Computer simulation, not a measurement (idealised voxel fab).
The following process module bears the name voxel capacitor over wiring.
Section shown: cut. Width: 160 nm. Cell size: 5 nm, square.
This document writes a cross-section as a grid whose cells are square, and gives it as bands, listed from the top down; one or more rows of cells form a band.
The entry gives the band's vertical extent as a top height and a bottom height in nm, then its horizontal make-up as materials from left to right, each with a width in nm. "blank" stands for empty space; a single material marked "all across" fills the band edge to edge.
Basically, 0 is our baseline, since under it the wafer straight out of the box is all one material. The bottom band has no lower end and keeps on going down, so it looks like "0 down".
Width spec "30..40" -> top row of cells at first value, bottom row at second value, equal per-row change in between.
"no alterations made" means the step left every cell of the cross-section as it was.
Listed in "Listed closed voids": every empty space of 8 or more cells without an open way to the top. Form: width x height at distance, the distance being from the left edge, all in nm.
On each step's line, the part that comes after the settings is the simulator's own comment on the step.
Each step line may optionally specify "overlay nm", which for a step with a mask gives the rightward distance between the mask's planned place and where it lay, a negative value indicating the leftward direction.

Set out below are the planned steps of the process:
1. RECEIVE with material Si
2. CONFORMAL_DEP with material SiO2, thk nm 10
3. CONFORMAL_DEP with material SiCN, thk nm 5
4. DIRECTIONAL_DEP with material lowk, thk nm 15
5. PATTERN with tone open, mask id METAL_1, material resist, width nm 20, pitch nm 85, thk nm 20, overlay nm 0
6. DIRECTIONAL_ETCH with etch materials lowk, depth nm 15
7. DIRECTIONAL_ETCH with etch materials SiCN, depth nm 5
8. STRIP with etch materials resist
9. CONFORMAL_DEP with material TiN, thk nm 5
10. FILL_DEP with material Cu, thk nm 5
11. CMP with height nm 30
12. EPI with material Ru, thk nm 5
13. FILL_DEP with material SiCN, thk nm 5
14. DIRECTIONAL_DEP with material lowk, thk nm 10
15. PATTERN with tone open, mask id PLUG_1, material resist, width nm 15, thk nm 15, overlay nm 0
16. DIRECTIONAL_ETCH with etch materials lowk, depth nm 10
17. DIRECTIONAL_ETCH with etch materials SiCN, depth nm 5
18. STRIP with etch materials resist
19. EPI with material Ru, thk nm 10
20. EPI with material Ru, thk nm 5
21. DIRECTIONAL_DEP with material TiN, thk nm 10
22. DIRECTIONAL_DEP with material SiN, thk nm 5
23. DIRECTIONAL_DEP with material TiN, thk nm 5
24. MASKED_ETCH with tone cover, mask id UPPER_PLATE, width nm 70, etch materials TiN, depth nm 5, overlay nm 0
25. MASKED_ETCH with tone cover, mask id UPPER_PLATE, width nm 70, etch materials SiN, depth nm 5, overlay nm 0
26. PATTERN with tone cover, mask id LOWER_PLATE, material resist, width nm 80, thk nm 15, overlay nm 0
27. DIRECTIONAL_ETCH with etch materials TiN, depth nm 10
28. STRIP with etch materials resist
29. FILL_DEP with material SiO2, thk nm 15
30. CMP with height nm 80
31. MASKED_ETCH with tone open, mask id PLUG_2, width nm 15, etch materials SiO2, depth nm 10, overlay nm 0
32. CONFORMAL_DEP with material TiN, thk nm 5
33. FILL_DEP with material W, thk nm 10
34. CMP with height nm 80
35. CONFORMAL_DEP with material SiN, thk nm 5

Run as planned: first of two wafers:

Step 1 complete: cross-section of the wafer as received:
- 0 down | Si all across
- Listed closed voids: none

Sectional view: wafer, after step 2:
- 10 to 0 | SiO2 all across
- Under the height 0 nothing was changed.

Sectional view: wafer, after step 3:
- 15 to 10 | SiCN all across
- Under the height 10 nothing was changed.

Sectional view: wafer, after step 4:
- 30 to 15 | lowk all across
- Under the height 15 nothing was changed.

Sectional view: wafer, after step 5:
- 50 to 30 | 25 resist, then 20 blank, then 65 resist, then 20 blank, then 30 resist
- Under the height 30 nothing was changed.

Sectional view: wafer, after step 6:
- 50 to 30 | 25 resist, then 20 blank, then 65 resist, then 20 blank, then 30 resist
- 30 to 15 | 25 lowk, then 20 blank, then 65 lowk, then 20 blank, then 30 lowk
- Under the height 15 nothing was changed.

Sectional view: wafer, after step 7:
- 50 to 30 | 25 resist, then 20 blank, then 65 resist, then 20 blank, then 30 resist
- 30 to 15 | 25 lowk, then 20 blank, then 65 lowk, then 20 blank, then 30 lowk
- 15 to 10 | 25 SiCN, then 20 blank, then 65 SiCN, then 20 blank, then 30 SiCN
- Under the height 10 nothing was changed.

Sectional view: wafer, after step 8:
- 30 to 15 | 25 lowk, then 20 blank, then 65 lowk, then 20 blank, then 30 lowk
- Under the height 15 nothing was changed.

Sectional view: wafer, after step 9:
- 35 to 30 | 30 TiN, then 10 blank, then 75 TiN, then 10 blank, then 35 TiN
- 30 to 15 | 25 lowk, then 5 TiN, then 10 blank, then 5 TiN, then 65 lowk, then 5 TiN, then 10 blank, then 5 TiN, then 30 lowk
- 15 to 10 | 25 SiCN, then 20 TiN, then 65 SiCN, then 20 TiN, then 30 SiCN
- Under the height 10 nothing was changed.

Sectional view: wafer, after step 10:
- 40 to 35 | Cu all across
- 35 to 30 | 30 TiN, then 10 Cu, then 75 TiN, then 10 Cu, then 35 TiN
- 30 to 15 | 25 lowk, then 5 TiN, then 10 Cu, then 5 TiN, then 65 lowk, then 5 TiN, then 10 Cu, then 5 TiN, then 30 lowk
- Under the height 15 nothing was changed.

Sectional view: wafer, after step 11:
- 30 to 15 | 25 lowk, then 5 TiN, then 10 Cu, then 5 TiN, then 65 lowk, then 5 TiN, then 10 Cu, then 5 TiN, then 30 lowk
- Under the height 15 nothing was changed.

Sectional view: wafer, after step 12:
- 35 to 30 | 20 blank, then 30 Ru, then 55 blank, then 30 Ru, then 25 blank
- Under the height 30 nothing was changed.

Sectional view: wafer, after step 13:
- 40 to 35 | SiCN all across
- 35 to 30 | 20 SiCN, then 30 Ru, then 55 SiCN, then 30 Ru, then 25 SiCN
- Under the height 30 nothing was changed.

Sectional view: wafer, after step 14:
- 50 to 40 | lowk all across
- Under the height 40 nothing was changed.

Sectional view: wafer, after step 15:
- 65 to 50 | 30 resist, then 15 blank, then 115 resist
- Under the height 50 nothing was changed.

Sectional view: wafer, after step 16:
- 65 to 50 | 30 resist, then 15 blank, then 115 resist
- 50 to 40 | 30 lowk, then 15 blank, then 115 lowk
- Under the height 40 nothing was changed.

Sectional view: wafer, after step 17:
- 65 to 50 | 30 resist, then 15 blank, then 115 resist
- 50 to 40 | 30 lowk, then 15 blank, then 115 lowk
- 40 to 35 | 30 SiCN, then 15 blank, then 115 SiCN
- Under the height 35 nothing was changed.

Sectional view: wafer, after step 18:
- 50 to 40 | 30 lowk, then 15 blank, then 115 lowk
- Under the height 40 nothing was changed.

Sectional view: wafer, after step 19:
- 50 to 45 | 30 lowk, then 15 blank, then 115 lowk
- 45 to 40 | 30 lowk, then 15 Ru, then 115 lowk
- 40 to 35 | 30 SiCN, then 15 Ru, then 115 SiCN
- Under the height 35 nothing was changed.

Sectional view: wafer, after step 20:
- 50 to 40 | 30 lowk, then 15 Ru, then 115 lowk
- Under the height 40 nothing was changed.

Sectional view: wafer, after step 21:
- 60 to 50 | TiN all across
- Under the height 50 nothing was changed.

Sectional view: wafer, after step 22:
- 65 to 60 | SiN all across
- Under the height 60 nothing was changed.

Sectional view: wafer, after step 23:
- 70 to 65 | TiN all across
- Under the height 65 nothing was changed.

Sectional view: wafer, after step 24:
- 70 to 65 | 30 blank, then 70 TiN, then 60 blank
- Under the height 65 nothing was changed.

Sectional view: wafer, after step 25:
- 70 to 65 | 30 blank, then 70 TiN, then 60 blank
- 65 to 60 | 30 blank, then 70 SiN, then 60 blank
- Under the height 60 nothing was changed.

Sectional view: wafer, after step 26:
- 85 to 70 | 25 blank, then 80 resist, then 55 blank
- 70 to 65 | 25 blank, then 5 resist, then 70 TiN, then 5 resist, then 55 blank
- 65 to 60 | 25 blank, then 5 resist, then 70 SiN, then 5 resist, then 55 blank
- Under the height 60 nothing was changed.

Sectional view: wafer, after step 27:
- 85 to 70 | 25 blank, then 80 resist, then 55 blank
- 70 to 65 | 25 blank, then 5 resist, then 70 TiN, then 5 resist, then 55 blank
- 65 to 60 | 25 blank, then 5 resist, then 70 SiN, then 5 resist, then 55 blank
- 60 to 50 | 25 blank, then 80 TiN, then 55 blank
- Under the height 50 nothing was changed.

Sectional view: wafer, after step 28:
- 70 to 65 | 30 blank, then 70 TiN, then 60 blank
- 65 to 60 | 30 blank, then 70 SiN, then 60 blank
- Under the height 60 nothing was changed.

Sectional view: wafer, after step 29:
- 85 to 70 | SiO2 all across
- 70 to 65 | 30 SiO2, then 70 TiN, then 60 SiO2
- 65 to 60 | 30 SiO2, then 70 SiN, then 60 SiO2
- 60 to 50 | 25 SiO2, then 80 TiN, then 55 SiO2
- Under the height 50 nothing was changed.

Sectional view: wafer, after step 30:
- 80 to 70 | SiO2 all across
- Under the height 70 nothing was changed.

Sectional view: wafer, after step 31:
- 80 to 70 | 40 SiO2, then 15 blank, then 105 SiO2
- Under the height 70 nothing was changed.

Sectional view: wafer, after step 32:
- 85 to 80 | 45 TiN, then 5 blank, then 110 TiN
- 80 to 75 | 40 SiO2, then 5 TiN, then 5 blank, then 5 TiN, then 105 SiO2
- 75 to 65 | 40..30 SiO2, then 15..70 TiN, then 105..60 SiO2
- Under the height 65 nothing was changed.

Sectional view: wafer, after step 33:
- 95 to 85 | W all across
- 85 to 80 | 45 TiN, then 5 W, then 110 TiN
- 80 to 75 | 40 SiO2, then 5 TiN, then 5 W, then 5 TiN, then 105 SiO2
- Under the height 75 nothing was changed.

Sectional view: wafer, after step 34:
- 80 to 75 | 40 SiO2, then 5 TiN, then 5 W, then 5 TiN, then 105 SiO2
- Under the height 75 nothing was changed.

Sectional view: wafer, after step 35:
- 85 to 80 | SiN all across
- Under the height 80 nothing was changed.

Wafer two: like wafer one in start and plan, but with one mistake in execution; identical up to and including step 19:

Second wafer profile in section, at the moment step 20 of the plan was meant to be complete:
- 60 to 55 | 30 TiN, then 15 blank, then 115 TiN
- 55 to 50 | TiN all across
- 50 to 45 | 30 lowk, then 15 TiN, then 115 lowk
- Under the height 45 nothing was changed.

Second wafer profile in section, at the moment step 21 of the plan was meant to be complete:
- 65 to 60 | 35 Ru, then 5 blank, then 120 Ru
- 60 to 55 | 30 TiN, then 15 Ru, then 115 TiN
- Under the height 55 nothing was changed.

Second wafer profile in section, at the moment step 22 of the plan was meant to be complete:
- 70 to 65 | 35 SiN, then 5 blank, then 120 SiN
- 65 to 60 | 35 Ru, then 5 SiN, then 120 Ru
- Under the height 60 nothing was changed.

Second wafer profile in section, at the moment step 23 of the plan was meant to be complete:
- 75 to 70 | 35 TiN, then 5 blank, then 120 TiN
- 70 to 65 | 35 SiN, then 5 TiN, then 120 SiN
- Under the height 65 nothing was changed.

Second wafer profile in section, at the moment step 24 of the plan was meant to be complete:
- 75 to 70 | 30 blank, then 5 TiN, then 5 blank, then 60 TiN, then 60 blank
- Under the height 70 nothing was changed.

Second wafer profile in section, at the moment step 25 of the plan was meant to be complete:
- 75 to 70 | 30 blank, then 5 TiN, then 5 blank, then 60 TiN, then 60 blank
- 70 to 65 | 30 blank, then 5 SiN, then 5 TiN, then 60 SiN, then 60 blank
- Under the height 65 nothing was changed.

Second wafer profile in section, at the moment step 26 of the plan was meant to be complete:
- 90 to 75 | 25 blank, then 80 resist, then 55 blank
- 75 to 70 | 25 blank, then 5 resist, then 5 TiN, then 5 resist, then 60 TiN, then 5 resist, then 55 blank
- 70 to 65 | 25 blank, then 5 resist, then 5 SiN, then 5 TiN, then 60 SiN, then 5 resist, then 55 blank
- Under the height 65 nothing was changed.

Second wafer profile in section, at the moment step 27 of the plan was meant to be complete: no alterations made

Second wafer profile in section, at the moment step 28 of the plan was meant to be complete:
- 75 to 70 | 30 blank, then 5 TiN, then 5 blank, then 60 TiN, then 60 blank
- 70 to 65 | 30 blank, then 5 SiN, then 5 TiN, then 60 SiN, then 60 blank
- Under the height 65 nothing was changed.

Second wafer profile in section, at the moment step 29 of the plan was meant to be complete:
- 90 to 75 | SiO2 all across
- 75 to 70 | 30 SiO2, then 5 TiN, then 5 SiO2, then 60 TiN, then 60 SiO2
- 70 to 65 | 30 SiO2, then 5 SiN, then 5 TiN, then 60 SiN, then 60 SiO2
- Under the height 65 nothing was changed.

Second wafer profile in section, at the moment step 30 of the plan was meant to be complete:
- 80 to 75 | SiO2 all across
- Under the height 75 nothing was changed.

Second wafer profile in section, at the moment step 31 of the plan was meant to be complete:
- 80 to 75 | 40 SiO2, then 15 blank, then 105 SiO2
- Under the height 75 nothing was changed.

Second wafer profile in section, at the moment step 32 of the plan was meant to be complete:
- 85 to 80 | 45 TiN, then 5 blank, then 110 TiN
- 80 to 75 | 40 SiO2, then 15 TiN, then 105 SiO2
- Under the height 75 nothing was changed.

Second wafer profile in section, at the moment step 33 of the plan was meant to be complete:
- 95 to 85 | W all across
- 85 to 80 | 45 TiN, then 5 W, then 110 TiN
- Under the height 80 nothing was changed.

Second wafer profile in section, at the moment step 34 of the plan was meant to be complete:
- 80 to 75 | 40 SiO2, then 15 TiN, then 105 SiO2
- Under the height 75 nothing was changed.

Second wafer profile in section, at the moment step 35 of the plan was meant to be complete:
- 85 to 80 | SiN all across
- Under the height 80 nothing was changed.
It is concluded that the wafer was processed incorrectly with respect to the plan, in that mixed up steps 20 and 21 - ran each in the other's place
At the finish, the second wafer shows more or fewer cells for some materials than the first does: +31 Ru | -60 SiO2 | +30 TiN | -1 W
